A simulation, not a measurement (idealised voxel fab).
A process module follows: voxel capacitor over wiring.
We display cut, a cross-section 245 nm in width whose square cells are each 5 nm.
Cross-section = grid of square cells, listed top down in bands; band = one or more rows.
Quick guide to a band line: top height, bottom height (nm) up front; then every material left to right with its width in nm. Only one material and it's marked "full width"? Then it fills the band edge to edge. And "blank" just means empty space.
For the purposes of this specification, 0 denotes the height below which the wafer in its as-received condition is composed wholly of one material, and the lowermost band, lacking a lower limit, extends downward without end, as expressed in "z 0 and below".
Width: "30->40" (first number = top row, second number = bottom row, same change from row to row of cells).
A step reported as "nothing was modified" is a step in which no cell of the cross-section changed.
"Closed internal voids" lists enclosed empty spaces (at least 8 cells, no open path upward to the top), each as width x height at distance from the left edge, in nm.
after a step's settings: what the simulator itself notes on the step
You can add "overlay nm" to a step's line. For a step with a mask, it describes how far the mask lay to the right of its planned position, and a negative number describes a lay to the left.
[Listed below are the process steps as planned]
1 RECEIVE | material Si
2 CONFORMAL_DEP | material SiO2 | thk nm 15
3 CONFORMAL_DEP | material SiN | thk nm 5
4 DIRECTIONAL_DEP | material SiO2 | thk nm 25
5 DIRECTIONAL_DEP | material aC | thk nm 10
6 PATTERN | tone open | mask id METAL_1 | material resist | width nm 30 | pitch nm 95 | thk nm 30 | overlay nm 0
7 DIRECTIONAL_ETCH | etch materials aC | depth nm 10
8 STRIP | etch materials resist
9 DIRECTIONAL_ETCH | etch materials SiO2 | depth nm 25
10 DIRECTIONAL_ETCH | etch materials SiN | depth nm 5
11 STRIP | etch materials aC
12 CONFORMAL_DEP | material TiN | thk nm 5
13 FILL_DEP | material Cu | thk nm 10
14 CMP | height nm 45
15 CONFORMAL_DEP | material SiCN | thk nm 5
16 DIRECTIONAL_DEP | material SiO2 | thk nm 15
17 PATTERN | tone open | mask id PLUG_1 | material resist | width nm 15 | thk nm 20 | overlay nm 0
18 DIRECTIONAL_ETCH | etch materials SiO2 | depth nm 15
19 DIRECTIONAL_ETCH | etch materials SiCN | depth nm 5
20 STRIP | etch materials resist
21 CONFORMAL_DEP | material TiN | thk nm 5
22 FILL_DEP | material Cu | thk nm 10
23 CMP | height nm 65
24 DIRECTIONAL_DEP | material TiN | thk nm 10
25 DIRECTIONAL_DEP | material HfO2 | thk nm 5
26 DIRECTIONAL_DEP | material TiN | thk nm 5
27 PATTERN | tone cover | mask id UPPER_PLATE | material resist | width nm 70 | thk nm 15 | overlay nm 0
28 DIRECTIONAL_ETCH | etch materials TiN | depth nm 5
29 DIRECTIONAL_ETCH | etch materials HfO2 | depth nm 5
30 STRIP | etch materials resist
31 DIRECTIONAL_DEP | material aC | thk nm 10
32 PATTERN | tone cover | mask id LOWER_PLATE | material resist | width nm 80 | thk nm 30 | overlay nm 0
33 DIRECTIONAL_ETCH | etch materials aC | depth nm 10
34 STRIP | etch materials resist
35 DIRECTIONAL_ETCH | etch materials TiN | depth nm 10
36 STRIP | etch materials aC
37 FILL_DEP | material SiO2 | thk nm 15
38 CMP | height nm 95
39 DIRECTIONAL_DEP | material aC | thk nm 15
40 PATTERN | tone open | mask id PLUG_2 | material resist | width nm 15 | thk nm 35 | overlay nm 0
41 DIRECTIONAL_ETCH | etch materials aC | depth nm 15
42 STRIP | etch materials resist
43 DIRECTIONAL_ETCH | etch materials SiO2 | depth nm 10
44 STRIP | etch materials aC
45 CONFORMAL_DEP | material TiN | thk nm 5
46 FILL_DEP | material W | thk nm 10
47 CMP | height nm 95
48 CONFORMAL_DEP | material SiN | thk nm 5
[As-received wafer cross-section (after step 1)]
> z 0 and below = Si full width
> Closed internal voids: none
[One mistake in running the module, otherwise start and plan as above: cross-section at the end]
> z 100 to 95 = SiN full width
> z 95 to 90 = SiO2 85, TiN 5, W 5, TiN 5, SiO2 145
> z 90 to 80 = SiO2 85->75, TiN 15->70, SiO2 145->100
> z 80 to 75 = SiO2 75, HfO2 70, SiO2 100
> z 75 to 65 = SiO2 70, TiN 80, SiO2 95
> z 65 to 50 = SiO2 75, TiN 5, Cu 5, TiN 5, SiO2 155
> z 50 to 45 = SiCN 75, TiN 15, SiCN 155
> z 45 to 30 = SiO2 60, TiN 5, Cu 20, TiN 5, SiO2 65, TiN 5, Cu 20, TiN 5, SiO2 60
> z 30 to 25 = SiN 60, TiN 30, SiN 65, TiN 30, SiN 60
> z 25 to 15 = SiN full width
> z 15 to 0 = SiO2 full width
> z 0 and below = Si full width
> Closed internal voids: none
Misprocessing identified: step 3 ran as: CONFORMAL_DEP | material SiN | thk nm 15
